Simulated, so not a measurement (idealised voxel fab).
process module | voxel tone inversion
Shown is cross-section cut, with a width of 200 nm and square cells of size 5 nm.
If you're reading a cross-section in this doc, picture square cells in a grid; it comes to you as bands, top ones listed first down to the bottom, and a band can be one or more rows of cells. Band: top and bottom heights (nm) first, top before bottom; then materials from left to right, widths in nm. "edge to edge" marks a sole material filling the band edge to edge. "empty" denotes empty space. Beneath 0, the wafer as received is one material, and that level is where height counting begins. The lowest band goes on downward without a bottom; it is written like "z 0 and below". Per-row width for "30 to 40": begins at first number (top row of band), ends at second number (bottom row), increment between rows held constant. "no modification" after a step means that no cell of the cross-section changed. "Enclosed voids" specifies each empty space that is not open to the top and that occupies no fewer than 8 cells, using the form width x height at distance, the distance measured from the left edge and all three quantities in nm. after a step's settings: what the simulator itself notes on the step. overlay nm: right-of-plan distance of the mask on a masked step; negative values mean left-of-plan.

PLAN
1 op RECEIVE | material Si
2 op CONFORMAL_DEP | material SiCN | thk nm 5
3 op DIRECTIONAL_DEP | material polySi | thk nm 25
4 op PATTERN | tone cover | mask id POSTS | material resist | width nm 25 | pitch nm 45 | thk nm 30 | overlay nm 0
5 op DIRECTIONAL_ETCH | etch materials polySi | depth nm 25
6 op STRIP | etch materials resist
7 op FILL_DEP | material lowk | thk nm 10
8 op CMP | height nm 30
9 op STRIP | etch materials polySi
10 op CONFORMAL_DEP | material TiN | thk nm 5
11 op FILL_DEP | material Cu | thk nm 10
12 op CMP | height nm 30
13 op CONFORMAL_DEP | material SiN | thk nm 5

CROSS-SECTIONAL VIEW OF THE WAFER IN ITS AS-RECEIVED CONDITION, CORRESPONDING TO THE STATE AFTER STEP 1
- z 0 and below = Si edge to edge
- Enclosed voids: none

CROSS-SECTION: FIRST OF TWO WAFERS, MODULE FINISHED, RUN ACCORDING TO PLAN
- z 35 to 30 = SiN edge to edge
- z 30 to 10 = lowk 40 | TiN 5 | Cu 15 | TiN 5 | lowk 20 | TiN 5 | Cu 15 | TiN 5 | lowk 20 | TiN 5 | Cu 15 | TiN 5 | lowk 45
- z 10 to 5 = lowk 40 | TiN 25 | lowk 20 | TiN 25 | lowk 20 | TiN 25 | lowk 45
- z 5 to 0 = SiCN edge to edge
- z 0 and below = Si edge to edge
- Enclosed voids: none

END-OF-MODULE CROSS-SECTION OF THE SECOND WAFER: IDENTICAL STARTING POINT AND PROCESS PLAN TO THE FIRST, WITH ONE PROCESSING MISTAKE
- z 25 to 20 = SiN edge to edge
- z 20 to 10 = lowk 40 | TiN 5 | Cu 15 | TiN 5 | lowk 20 | TiN 5 | Cu 15 | TiN 5 | lowk 20 | TiN 5 | Cu 15 | TiN 5 | lowk 45
- z 10 to 5 = lowk 40 | TiN 25 | lowk 20 | TiN 25 | lowk 20 | TiN 25 | lowk 45
- z 5 to 0 = SiCN edge to edge
- z 0 and below = Si edge to edge
- Enclosed voids: none
Run error: the process deviated at step 12: the operation and settings actually run there were op CMP | height nm 20
Final wafer comparison in cells, second versus first, more or fewer per material: Cu -18; TiN -12; lowk -50
